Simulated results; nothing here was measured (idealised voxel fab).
Module name: voxel transistor to metal (process module)
Section cut is 160 nm wide and gridded with 5 nm square cells.
Square cells in a grid make up a cross-section in this document, and the grid is given as bands, listed from the top down, each one or more rows of cells.
Heights first: top, then bottom, in nm. Then materials, left to right, each with a width in nm. "full width" on a single material: fills the band edge to edge. "empty": empty space.
Below 0: as-received wafer, all one material; heights counted from there. Lowest band: no bottom, goes on down, written "0 nm and below".
So if you see something like "30 to 40" for the width, read it as the top row of the band sitting at the first number and the bottom row at the second, with every row in between moving by the same amount as the last.
"stayed the same" after a step means that no cell of the cross-section changed.
Look at "Closed void register" for the closed voids: empty spaces with no open path to the top, sized 8 cells or up. Each is width x height at distance, distance from the left edge, all nm.
Past the settings on a step's line: simulator remark, on that step.
"overlay nm" answers the question of how far to the right of plan the mask lay on a step that has a mask, and when it is negative the answer is to the left.

PROCESS STEPS (PLANNED)
1: RECEIVE | material Si
2: CONFORMAL_DEP | material SiO2 | thk nm 5
3: CONFORMAL_DEP | material SiN | thk nm 10
4: PATTERN | tone cover | mask id ACTIVE | material resist | width nm 100 | thk nm 20 | overlay nm 0
5: DIRECTIONAL_ETCH | etch materials SiN | depth nm 10
6: DIRECTIONAL_ETCH | etch materials SiO2 | depth nm 5
7: DIRECTIONAL_ETCH | etch materials Si | depth nm 30
8: STRIP | etch materials resist
9: OXIDIZE | depth nm 5
10: FILL_DEP | material SiO2 | thk nm 15
11: CMP | height nm 15
12: SELECTIVE_ETCH | etch materials SiO2 | depth nm 5
13: STRIP | etch materials SiN
14: SELECTIVE_ETCH | etch materials SiO2 | depth nm 5
15: OXIDIZE | depth nm 5
16: DIRECTIONAL_DEP | material polySi | thk nm 25
17: DIRECTIONAL_DEP | material SiCN | thk nm 15
18: DIRECTIONAL_DEP | material aC | thk nm 15
19: PATTERN | tone cover | mask id GATE | material resist | width nm 30 | thk nm 30 | overlay nm 0
20: DIRECTIONAL_ETCH | etch materials aC | depth nm 15
21: STRIP | etch materials resist
22: DIRECTIONAL_ETCH | etch materials SiCN | depth nm 25
23: DIRECTIONAL_ETCH | etch materials polySi | depth nm 35
24: STRIP | etch materials aC
25: CONFORMAL_DEP | material SiN | thk nm 5
26: DIRECTIONAL_ETCH | etch materials SiN | depth nm 5
27: DIRECTIONAL_ETCH | etch materials SiO2 | depth nm 5
28: DIRECTIONAL_ETCH | etch materials Si | depth nm 15
29: EPI | material pSi | thk nm 15
30: FILL_DEP | material SiO2 | thk nm 10
31: CMP | height nm 25
32: STRIP | etch materials polySi
33: SELECTIVE_ETCH | etch materials SiO2 | depth nm 5
34: CONFORMAL_DEP | material HfO2 | thk nm 5
35: CONFORMAL_DEP | material TiN | thk nm 5
36: FILL_DEP | material W | thk nm 5
37: CMP | height nm 20
38: DIRECTIONAL_DEP | material SiO2 | thk nm 10
39: MASKED_ETCH | tone open | mask id CONTACT | width nm 15 | pitch nm 75 | etch materials SiO2 | depth nm 35 | overlay nm 0
40: CONFORMAL_DEP | material TiN | thk nm 5
41: FILL_DEP | material Ru | thk nm 5
42: CMP | height nm 30
43: CONFORMAL_DEP | material SiN | thk nm 5
44: DIRECTIONAL_DEP | material SiO2 | thk nm 25
45: PATTERN | tone open | mask id METAL_1 | material resist | width nm 15 | pitch nm 75 | thk nm 20 | overlay nm 0
46: DIRECTIONAL_ETCH | etch materials SiO2 | depth nm 25
47: DIRECTIONAL_ETCH | etch materials SiN | depth nm 5
48: STRIP | etch materials resist
49: CONFORMAL_DEP | material TiN | thk nm 5
50: FILL_DEP | material Cu | thk nm 10
51: CMP | height nm 60
52: EPI | material Ru | thk nm 5
53: FILL_DEP | material SiCN | thk nm 5

RECEIVED-STATE CROSS-SECTION, REFLECTING COMPLETION OF STEP 1
0 nm and below | Si full width
Closed void register: none

HERE'S THE CROSS-SECTION OF THE FIRST OF OUR TWO WAFERS AT THE END OF THE MODULE - IT RAN AS PLANNED
70 nm to 65 nm | SiCN full width
65 nm to 60 nm | SiCN (30), Ru (25), SiCN (50), Ru (25), SiCN (30)
60 nm to 35 nm | SiO2 (35), TiN (5), Cu (5), TiN (5), SiO2 (60), TiN (5), Cu (5), TiN (5), SiO2 (35)
35 nm to 30 nm | SiN (35), TiN (15), SiN (60), TiN (15), SiN (35)
30 nm to 20 nm | SiO2 (35), TiN (5), Ru (5), TiN (5), SiO2 (60), TiN (5), Ru (5), TiN (5), SiO2 (35)
20 nm to 15 nm | SiO2 (35), TiN (5), Ru (5), TiN (5), SiO2 (10), SiN (5), HfO2 (5), TiN (5), W (10), TiN (5), HfO2 (5), SiN (5), SiO2 (10), TiN (5), Ru (5), TiN (5), SiO2 (35)
15 nm to 10 nm | SiO2 (35), TiN (15), SiO2 (10), SiN (5), HfO2 (5), TiN (5), W (10), TiN (5), HfO2 (5), SiN (5), SiO2 (10), TiN (15), SiO2 (35)
10 nm to 5 nm | SiO2 (35), TiN (10), pSi (15), SiN (5), HfO2 (5), TiN (5), W (10), TiN (5), HfO2 (5), SiN (5), pSi (15), TiN (10), SiO2 (35)
5 nm to 0 nm | SiO2 (25), SiN (5), SiO2 (5), TiN (10), pSi (15), SiN (5), HfO2 (5), TiN (20), HfO2 (5), SiN (5), pSi (15), TiN (10), SiO2 (5), SiN (5), SiO2 (25)
0 nm to -5 nm | SiO2 (35), TiN (10), pSi (15), HfO2 (40), pSi (15), TiN (10), SiO2 (35)
-5 nm to -20 nm | SiO2 (35), pSi (25), Si (40), pSi (25), SiO2 (35)
-20 nm to -35 nm | SiO2 (35), Si (90), SiO2 (35)
-35 nm and below | Si full width
Closed void register: none

CROSS-SECTION OF THE LATTER OF THE TWO WAFERS AT MODULE COMPLETION. IT HAD AN IDENTICAL START AND AN IDENTICAL PLAN TO THE FORMER; IN RUNNING IT, ONE MISTAKE WAS MADE
70 nm to 65 nm | SiCN full width
65 nm to 60 nm | SiCN (30), Ru (25), SiCN (50), Ru (25), SiCN (30)
60 nm to 35 nm | SiO2 (35), TiN (5), Cu (5), TiN (5), SiO2 (60), TiN (5), Cu (5), TiN (5), SiO2 (35)
35 nm to 30 nm | SiN (35), TiN (15), SiN (60), TiN (15), SiN (35)
30 nm to 25 nm | SiO2 (35), TiN (5), Ru (5), TiN (5), SiO2 (60), TiN (5), Ru (5), TiN (5), SiO2 (35)
25 nm to 20 nm | SiO2 (35), TiN (15), SiO2 (60), TiN (15), SiO2 (35)
20 nm to 10 nm | W (55), TiN (5), HfO2 (5), SiN (5), SiO2 (20), SiN (5), HfO2 (5), TiN (5), W (55)
10 nm to 5 nm | TiN (30), W (25), TiN (5), HfO2 (5), SiN (5), pSi (20), SiN (5), HfO2 (5), TiN (5), W (25), TiN (30)
5 nm to 0 nm | HfO2 (25), TiN (35), HfO2 (5), SiN (5), pSi (20), SiN (5), HfO2 (5), TiN (35), HfO2 (25)
0 nm to -5 nm | SiO2 (20), HfO2 (50), pSi (20), HfO2 (50), SiO2 (20)
-5 nm to -20 nm | SiO2 (35), Si (35), pSi (20), Si (35), SiO2 (35)
-20 nm to -35 nm | SiO2 (35), Si (90), SiO2 (35)
-35 nm and below | Si full width
Closed void register: none
Processing error: step 19 deviated from plan and actually ran as PATTERN | tone open | mask id GATE | material resist | width nm 30 | thk nm 30 | overlay nm 0
Wafer comparison, final, in cells, second relative to first, materials more or fewer: HfO2: 22 more; Ru: 4 fewer; Si: 18 more; SiN: 2 fewer; SiO2: 60 fewer; TiN: 2 more; W: 48 more; pSi: 24 fewer
